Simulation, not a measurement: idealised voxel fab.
This section sets out a process module, namely voxel fin reveal.
275 nm wide, 5 nm square cells: that's cross-section cut.
Format of a cross-section: grid, square cells. Given as bands. Order: top down. Band: one or more rows of cells.
Each band's line starts with the height of the band's top and of its bottom, in nm. Then come its materials from left to right, each with its width in nm. One material with "everywhere" fills the band from edge to edge. "empty" is empty space.
Measure heights from 0. That's the level where, below it, the as-received wafer is all one material. The lowest band is bottomless and extends downward; write it as in "z 0 and below".
Width "30..40": first value at the band's top row of cells, second value at its bottom row, equal change from row to row.
Reading "no modifications" for a step: not a cell of the cross-section changed in it.
What "Sealed-off cavities" gives you is every empty space of 8 cells or more that is cut off from the top. Each appears as width x height at distance, with the distance taken from the left edge and width, height and distance all in nm.
It should be noted that, on the line of a given step, the content following the step's settings is a remark produced by the simulator itself with respect to that step.
overlay nm: mask right of planned place by this much (step with mask). Neg. = left.

[Planned process steps]
- 1: op RECEIVE | material Si
- 2: op CONFORMAL_DEP | material SiN | thk nm 5
- 3: op MASKED_ETCH | tone cover | mask id FINS | width nm 15 | pitch nm 40 | etch materials SiN | depth nm 5 | overlay nm 0
- 4: op MASKED_ETCH | tone cover | mask id FINS | width nm 15 | pitch nm 40 | etch materials Si | depth nm 30 | overlay nm 0
- 5: op FILL_DEP | material SiO2 | thk nm 15
- 6: op CMP | height nm 5
- 7: op SELECTIVE_ETCH | etch materials SiO2 | depth nm 25
- 8: op STRIP | etch materials SiN
- 9: op CONFORMAL_DEP | material SiO2 | thk nm 5

[First wafer out of two, processed as planned]

[As-received wafer cross-section (after step 1)]
- z 0 and below = Si everywhere
- Sealed-off cavities: none

[Step 2 done - wafer cross-section]
- z 5 to 0 = SiN everywhere
- At heights below 0, the structure remains unaltered.

[Step 3 done - wafer cross-section]
- z 5 to 0 = empty 110 nm, SiN 15 nm, empty 25 nm, SiN 15 nm, empty 110 nm
- At heights below 0, the structure remains unaltered.

[Step 4 done - wafer cross-section]
- z 5 to 0 = empty 110 nm, SiN 15 nm, empty 25 nm, SiN 15 nm, empty 110 nm
- z 0 to -30 = empty 110 nm, Si 15 nm, empty 25 nm, Si 15 nm, empty 110 nm
- At heights below -30, the structure remains unaltered.

[Step 5 done - wafer cross-section]
- z 20 to 5 = SiO2 everywhere
- z 5 to 0 = SiO2 110 nm, SiN 15 nm, SiO2 25 nm, SiN 15 nm, SiO2 110 nm
- z 0 to -30 = SiO2 110 nm, Si 15 nm, SiO2 25 nm, Si 15 nm, SiO2 110 nm
- At heights below -30, the structure remains unaltered.

[Step 6 done - wafer cross-section]
- z 5 to 0 = SiO2 110 nm, SiN 15 nm, SiO2 25 nm, SiN 15 nm, SiO2 110 nm
- At heights below 0, the structure remains unaltered.

[Step 7 done - wafer cross-section]
- z 5 to 0 = empty 110 nm, SiN 15 nm, empty 25 nm, SiN 15 nm, empty 110 nm
- z 0 to -20 = empty 110 nm, Si 15 nm, empty 25 nm, Si 15 nm, empty 110 nm
- At heights below -20, the structure remains unaltered.

[Step 8 done - wafer cross-section]
- z 0 to -20 = empty 110 nm, Si 15 nm, empty 25 nm, Si 15 nm, empty 110 nm
- At heights below -20, the structure remains unaltered.

[Step 9 done - wafer cross-section]
- z 5 to 0 = empty 105 nm, SiO2 25 nm, empty 15 nm, SiO2 25 nm, empty 105 nm
- z 0 to -15 = empty 105 nm, SiO2 5 nm, Si 15 nm, SiO2 5 nm, empty 15 nm, SiO2 5 nm, Si 15 nm, SiO2 5 nm, empty 105 nm
- z -15 to -30 = SiO2 110 nm, Si 15 nm, SiO2 25 nm, Si 15 nm, SiO2 110 nm
- At heights below -30, the structure remains unaltered.

[The second wafer was prepared from the same starting point and under the same plan as the first; its processing contained one mistake, and it remains indistinguishable from the first wafer up to and including step 5]

At the planned end of step 6, the second wafer in cross-section: no modifications

[At the planned end of step 7, the second wafer in cross-section]
- z 5 to 0 = empty 110 nm, SiN 15 nm, empty 25 nm, SiN 15 nm, empty 110 nm
- z 0 to -5 = empty 110 nm, Si 15 nm, empty 25 nm, Si 15 nm, empty 110 nm
- At heights below -5, the structure remains unaltered.

[At the planned end of step 8, the second wafer in cross-section]
- z 0 to -5 = empty 110 nm, Si 15 nm, empty 25 nm, Si 15 nm, empty 110 nm
- At heights below -5, the structure remains unaltered.

[At the planned end of step 9, the second wafer in cross-section]
- z 5 to 0 = empty 105 nm, SiO2 25 nm, empty 15 nm, SiO2 25 nm, empty 105 nm
- z 0 to -30 = SiO2 110 nm, Si 15 nm, SiO2 25 nm, Si 15 nm, SiO2 110 nm
- At heights below -30, the structure remains unaltered.
The plan and the run diverged here: step 6 of the plan did not run at all; it was left out
It is noted that, at the conclusion of processing, the second wafer exhibits a higher or lower cell count for certain materials relative to the first: 135 more of SiO2
